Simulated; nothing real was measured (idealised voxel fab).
process module | voxel spacer lines
cross-section cut | 215 nm wide | cells 5 nm
A cross-section is a grid of square cells, given in bands from the top down. A band is one or more rows of cells.
Each band's line starts with the height of the band's top and of its bottom, in nm. Then come its materials from left to right, each with its width in nm. One material with "throughout" fills the band from edge to edge. "air" is empty space.
Height 0 is the level under which the wafer as received is all one material. The lowest band goes on downwards, as in "0 down".
A width such as "30 to 40" changes by the same amount from each row of cells to the next, from the band's top row to its bottom row.
"no change" after a step means that no cell of the cross-section changed.
closed voids: empty space of 8 cells or more with no open way to the top, each as width x height at its distance from the left edge, in nm
after a step's settings: what the simulator itself notes on the step
overlay nm, on a step with a mask: how far to the right of its planned place the mask lay; to the left if negative
plan
1 op RECEIVE | material Si
2 op CONFORMAL_DEP | material Al2O3 | thk nm 10
3 op DIRECTIONAL_DEP | material SiN | thk nm 15
4 op DIRECTIONAL_DEP | material polySi | thk nm 20
5 op PATTERN | tone cover | mask id MANDREL | material resist | width nm 20 | pitch nm 60 | thk nm 35 | overlay nm 0
6 op DIRECTIONAL_ETCH | etch materials polySi | depth nm 30
7 op STRIP | etch materials resist
8 op CONFORMAL_DEP | material SiO2 | thk nm 10
9 op DIRECTIONAL_ETCH | etch materials SiO2 | depth nm 10
10 op STRIP | etch materials polySi
11 op DIRECTIONAL_ETCH | etch materials SiN | depth nm 15
12 op STRIP | etch materials SiO2
varied across the wafers: thk nm of step 4. The plan shows the first wafer's value. All wafers start alike
first wafer as received, after step 1
  0 down: Si throughout
  closed voids: none
first wafer at the end, after step 12
  25 to 10: air 55 | SiN 10 | air 20 | SiN 10 | air 20 | SiN 10 | air 20 | SiN 10 | air 60
  10 to 0: Al2O3 throughout
  0 down: Si throughout
  closed voids: none
last wafer at the end
  10 to 0: Al2O3 throughout
  0 down: Si throughout
  closed voids: none
each wafer at the end: cells of each material gained (+) or lost (-) since it was received, then its closed voids
thk nm 20 | +86 Al2O3 | +24 SiN | closed voids: none
thk nm 25 | +86 Al2O3 | +24 SiN | closed voids: none
thk nm 30 | +86 Al2O3 | +24 SiN | closed voids: none
thk nm 35 | +86 Al2O3 | closed voids: none
thk nm 40 | +86 Al2O3 | closed voids: none
thk nm 45 | +86 Al2O3 | closed voids: none
